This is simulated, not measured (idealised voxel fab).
process module | voxel fin reveal
cross-section cut | 295 nm wide | cells 5 nm
A cross-section is a grid of square cells, given in bands from the top down. A band is one or more rows of cells.
Each band's line starts with the height of the band's top and of its bottom, in nm. Then come its materials from left to right, each with its width in nm. One material with "throughout" fills the band from edge to edge. "air" is empty space.
Height 0 is the level under which the wafer as received is all one material. The lowest band goes on downwards, as in "0 down".
A width such as "30 to 40" changes by the same amount from each row of cells to the next, from the band's top row to its bottom row.
"no change" after a step means that no cell of the cross-section changed.
closed voids: empty space of 8 cells or more with no open way to the top, each as width x height at its distance from the left edge, in nm
after a step's settings: what the simulator itself notes on the step
overlay nm, on a step with a mask: how far to the right of its planned place the mask lay; to the left if negative
plan
1 op RECEIVE | material Si
2 op CONFORMAL_DEP | material SiN | thk nm 10
3 op PATTERN | tone cover | mask id FINS | material resist | width nm 15 | pitch nm 40 | thk nm 20 | overlay nm 0
4 op DIRECTIONAL_ETCH | etch materials SiN | depth nm 10
5 op DIRECTIONAL_ETCH | etch materials Si | depth nm 30
6 op STRIP | etch materials resist
7 op FILL_DEP | material SiO2 | thk nm 5
8 op CMP | height nm 10
9 op SELECTIVE_ETCH | etch materials SiO2 | depth nm 25
10 op STRIP | etch materials SiN
11 op CONFORMAL_DEP | material SiO2 | thk nm 5
first wafer, as planned
as received, after step 1
  0 down: Si throughout
  closed voids: none
after step 2
  10 to 0: SiN throughout
  below 0: unchanged
after step 3
  30 to 10: air 100 | resist 15 | air 25 | resist 15 | air 25 | resist 15 | air 100
  below 10: unchanged
after step 4
  30 to 10: air 100 | resist 15 | air 25 | resist 15 | air 25 | resist 15 | air 100
  10 to 0: air 100 | SiN 15 | air 25 | SiN 15 | air 25 | SiN 15 | air 100
  below 0: unchanged
after step 5
  30 to 10: air 100 | resist 15 | air 25 | resist 15 | air 25 | resist 15 | air 100
  10 to 0: air 100 | SiN 15 | air 25 | SiN 15 | air 25 | SiN 15 | air 100
  0 to -30: air 100 | Si 15 | air 25 | Si 15 | air 25 | Si 15 | air 100
  below -30: unchanged
after step 6
  10 to 0: air 100 | SiN 15 | air 25 | SiN 15 | air 25 | SiN 15 | air 100
  below 0: unchanged
after step 7
  15 to 10: SiO2 throughout
  10 to 0: SiO2 100 | SiN 15 | SiO2 25 | SiN 15 | SiO2 25 | SiN 15 | SiO2 100
  0 to -30: SiO2 100 | Si 15 | SiO2 25 | Si 15 | SiO2 25 | Si 15 | SiO2 100
  below -30: unchanged
after step 8
  10 to 0: SiO2 100 | SiN 15 | SiO2 25 | SiN 15 | SiO2 25 | SiN 15 | SiO2 100
  below 0: unchanged
after step 9
  10 to 0: air 100 | SiN 15 | air 25 | SiN 15 | air 25 | SiN 15 | air 100
  0 to -15: air 100 | Si 15 | air 25 | Si 15 | air 25 | Si 15 | air 100
  below -15: unchanged
after step 10
  0 to -15: air 100 | Si 15 | air 25 | Si 15 | air 25 | Si 15 | air 100
  below -15: unchanged
after step 11
  5 to 0: air 95 | SiO2 25 | air 15 | SiO2 25 | air 15 | SiO2 25 | air 95
  0 to -10: air 95 | SiO2 5 | Si 15 | SiO2 5 | air 15 | SiO2 5 | Si 15 | SiO2 5 | air 15 | SiO2 5 | Si 15 | SiO2 5 | air 95
  -10 to -30: SiO2 100 | Si 15 | SiO2 25 | Si 15 | SiO2 25 | Si 15 | SiO2 100
  below -30: unchanged
second wafer: like start, like plan, one mistake. Through step 9 it matches the first wafer
when step 10 should have ended
  10 to 0: air 100 | SiN 15 | air 25 | SiN 15 | air 25 | SiN 15 | air 100
  0 to -30: air 100 | Si 15 | air 25 | Si 15 | air 25 | Si 15 | air 100
  below -30: unchanged
when step 11 should have ended
  15 to 10: air 95 | SiO2 25 | air 15 | SiO2 25 | air 15 | SiO2 25 | air 95
  10 to 0: air 95 | SiO2 5 | SiN 15 | SiO2 5 | air 15 | SiO2 5 | SiN 15 | SiO2 5 | air 15 | SiO2 5 | SiN 15 | SiO2 5 | air 95
  0 to -25: air 95 | SiO2 5 | Si 15 | SiO2 5 | air 15 | SiO2 5 | Si 15 | SiO2 5 | air 15 | SiO2 5 | Si 15 | SiO2 5 | air 95
  -25 to -30: SiO2 100 | Si 15 | SiO2 25 | Si 15 | SiO2 25 | Si 15 | SiO2 100
  below -30: unchanged
what went wrong: step 10 ran as: op STRIP | etch materials SiO2
at the end the second wafer has, in cells: 18 more of SiN | 120 fewer of SiO2
